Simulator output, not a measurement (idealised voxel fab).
Module name: voxel trench capacitor (process module)
Section cut is 165 nm wide and gridded with 5 nm square cells.
This document writes a cross-section as a grid whose cells are square, and gives it as bands, listed from the top down; one or more rows of cells form a band. Each band's line starts with the height of the band's top and of its bottom, in nm. Then come its materials from left to right, each with its width in nm. One material with "full width" fills the band from edge to edge. "empty" is empty space. Heights are measured from 0, the level below which the as-received wafer is all one material; the lowest band has no bottom and continues downward, written as in "0 down". A two-number width, for instance "30->40", indicates that the width is equal to the first number in the top row of the band and to the second number in the bottom row, and that it changes by a constant amount per row of cells. Basically "everything unchanged" means that step didn't change any cell in the cross-section. The entry titled "Enclosed void inventory" provides the empty spaces that have no open way to the top, restricted to those of 8 cells or more. Each is presented as width x height at distance, the distance being measured from the left edge, with all three in nm. Past the settings on a step's line: simulator remark, on that step. "overlay nm" answers the question of how far to the right of plan the mask lay on a step that has a mask, and when it is negative the answer is to the left.
Here's what the planned process steps look like
| 1 | RECEIVE: material Si |
| 2 | CONFORMAL_DEP: material SiN, thk nm 5 |
| 3 | DIRECTIONAL_DEP: material aC, thk nm 15 |
| 4 | PATTERN: tone open, mask id TRENCH, material resist, width nm 15, pitch nm 40, thk nm 35, overlay nm 0 |
| 5 | DIRECTIONAL_ETCH: etch materials aC, depth nm 15 |
| 6 | STRIP: etch materials resist |
| 7 | DIRECTIONAL_ETCH: etch materials SiN, depth nm 5 |
| 8 | DIRECTIONAL_ETCH: etch materials Si, depth nm 40 |
| 9 | STRIP: etch materials aC |
| 10 | CONFORMAL_DEP: material Al2O3, thk nm 5 |
| 11 | FILL_DEP: material polySi, thk nm 5 |
| 12 | CMP: height nm 5 |
As-received state of the wafer in cross-section, equivalent to post-step 1
  0 down: Si full width
  Enclosed void inventory: none
Run as planned - first of the two wafers cross-sectioned at the end of the module
  5 to 0: 35 of SiN, 5 of Al2O3, 5 of polySi, 5 of Al2O3, 25 of SiN, 5 of Al2O3, 5 of polySi, 5 of Al2O3, 25 of SiN, 5 of Al2O3, 5 of polySi, 5 of Al2O3, 35 of SiN
  0 to -35: 35 of Si, 5 of Al2O3, 5 of polySi, 5 of Al2O3, 25 of Si, 5 of Al2O3, 5 of polySi, 5 of Al2O3, 25 of Si, 5 of Al2O3, 5 of polySi, 5 of Al2O3, 35 of Si
  -35 to -40: 35 of Si, 15 of Al2O3, 25 of Si, 15 of Al2O3, 25 of Si, 15 of Al2O3, 35 of Si
  -40 down: Si full width
  Enclosed void inventory: none
Cross-section, second wafer: same start as the first, same plan as the first, one mistake in running it; taken at the end of the module
  5 to 0: 35 of SiN, 5 of aC, 5 of polySi, 5 of aC, 25 of SiN, 5 of aC, 5 of polySi, 5 of aC, 25 of SiN, 5 of aC, 5 of polySi, 5 of aC, 35 of SiN
  0 to -35: 35 of Si, 5 of aC, 5 of polySi, 5 of aC, 25 of Si, 5 of aC, 5 of polySi, 5 of aC, 25 of Si, 5 of aC, 5 of polySi, 5 of aC, 35 of Si
  -35 to -40: 35 of Si, 15 of aC, 25 of Si, 15 of aC, 25 of Si, 15 of aC, 35 of Si
  -40 down: Si full width
  Enclosed void inventory: none
Processing error: note that step 10 departed from the planned setting and was carried out as CONFORMAL_DEP: material aC, thk nm 5
Once processing is complete, comparing cell counts shows that the second wafer has more or fewer of certain materials than the first: -57 Al2O3 | +57 aC
